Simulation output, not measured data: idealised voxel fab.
The process module that follows is named voxel capacitor over wiring.
It is cross-section cut that appears here, measuring 190 nm in width, its square cells being 5 nm in size.
In this document a cross-section is written as a grid of square cells. It is given as a series of bands, listed from the top down, and a band is one or more rows of cells.
Band entry format. Leading values: height of top, height of bottom, nm. Remainder: materials in left-to-right order, each with its width in nm. Special words: "throughout" on a single material, which then fills the band edge to edge; "blank", empty space.
Counting heights begins at 0, where everything beneath is, in the wafer as received, one material. The lowest band has no bottom; it goes on downwards, as "0 down" shows.
The width entry "30 to 40" should be interpreted row by row: the top row of cells in the band takes the first number, the bottom row takes the second number, and the change between adjacent rows is uniform throughout.
Where the words "nothing was modified" appear for a step, the cross-section shows no cell changed by that step; every cell remained as before.
Any empty space of 8 cells or more lacking an open way to the top shows up in "Encapsulated voids" as width x height at distance, distance from the left edge, in nm.
after a step's settings: what the simulator itself notes on the step
"overlay nm", when on a step's line for a step with a mask, measures how far to the right of its planned place the mask lay; a negative measure means to the left.
LISTED BELOW ARE THE PROCESS STEPS AS PLANNED
1: RECEIVE,material Si
2: CONFORMAL_DEP,material SiO2,thk nm 15
3: CONFORMAL_DEP,material SiCN,thk nm 5
4: DIRECTIONAL_DEP,material lowk,thk nm 25
5: PATTERN,tone open,mask id METAL_1,material resist,width nm 25,pitch nm 75,thk nm 20,overlay nm 0
6: DIRECTIONAL_ETCH,etch materials lowk,depth nm 25
7: DIRECTIONAL_ETCH,etch materials SiCN,depth nm 5
8: STRIP,etch materials resist
9: CONFORMAL_DEP,material TiN,thk nm 5
10: FILL_DEP,material Ru,thk nm 10
11: CMP,height nm 45
12: CONFORMAL_DEP,material SiCN,thk nm 5
13: DIRECTIONAL_DEP,material lowk,thk nm 15
14: PATTERN,tone open,mask id PLUG_1,material resist,width nm 15,thk nm 15,overlay nm 0
15: DIRECTIONAL_ETCH,etch materials lowk,depth nm 15
16: DIRECTIONAL_ETCH,etch materials SiCN,depth nm 5
17: STRIP,etch materials resist
18: EPI,material Ru,thk nm 10
19: EPI,material Ru,thk nm 10
20: DIRECTIONAL_DEP,material TiN,thk nm 10
21: DIRECTIONAL_DEP,material Al2O3,thk nm 5
22: DIRECTIONAL_DEP,material TiN,thk nm 10
23: PATTERN,tone cover,mask id UPPER_PLATE,material resist,width nm 55,thk nm 20,overlay nm 0
24: DIRECTIONAL_ETCH,etch materials TiN,depth nm 10
25: DIRECTIONAL_ETCH,etch materials Al2O3,depth nm 5
26: STRIP,etch materials resist
27: MASKED_ETCH,tone cover,mask id LOWER_PLATE,width nm 65,etch materials TiN,depth nm 10,overlay nm 0
28: FILL_DEP,material SiO2,thk nm 15
29: CMP,height nm 100
30: MASKED_ETCH,tone open,mask id PLUG_2,width nm 15,etch materials SiO2,depth nm 10,overlay nm 0
31: CONFORMAL_DEP,material TiN,thk nm 5
32: FILL_DEP,material W,thk nm 5
33: CMP,height nm 100
34: CONFORMAL_DEP,material SiN,thk nm 5
CROSS-SECTION OF THE INCOMING WAFER, STATE AFTER STEP 1
- 0 down = Si throughout
- Encapsulated voids: none
THE MODULE WAS RUN FROM THE START SHOWN ABOVE USING THE PLAN SHOWN ABOVE, BUT ONE MISTAKE WAS MADE DOING IT; THE RESULTING WAFER CROSS-SECTION IS BELOW
- 105 to 100 = SiN throughout
- 100 to 95 = 65 of SiO2  5 of TiN  5 of W  5 of TiN  110 of SiO2
- 95 to 90 = 65 of SiO2  15 of TiN  110 of SiO2
- 90 to 80 = 50 of SiO2  5 of TiN  55 of SiO2  5 of TiN  75 of SiO2
- 80 to 75 = 55 of Al2O3  55 of SiO2  80 of Al2O3
- 75 to 65 = TiN throughout
- 65 to 50 = 55 of lowk  15 of Ru  120 of lowk
- 50 to 45 = 55 of SiCN  15 of Ru  120 of SiCN
- 45 to 20 = 45 of lowk  5 of TiN  15 of Ru  5 of TiN  50 of lowk  5 of TiN  15 of Ru  5 of TiN  45 of lowk
- 20 to 15 = 45 of SiCN  25 of TiN  50 of SiCN  25 of TiN  45 of SiCN
- 15 to 0 = SiO2 throughout
- 0 down = Si throughout
- Encapsulated voids: none
Plan not followed: step 23 did not happen as planned, as run it was PATTERN,tone open,mask id UPPER_PLATE,material resist,width nm 55,thk nm 20,overlay nm 0
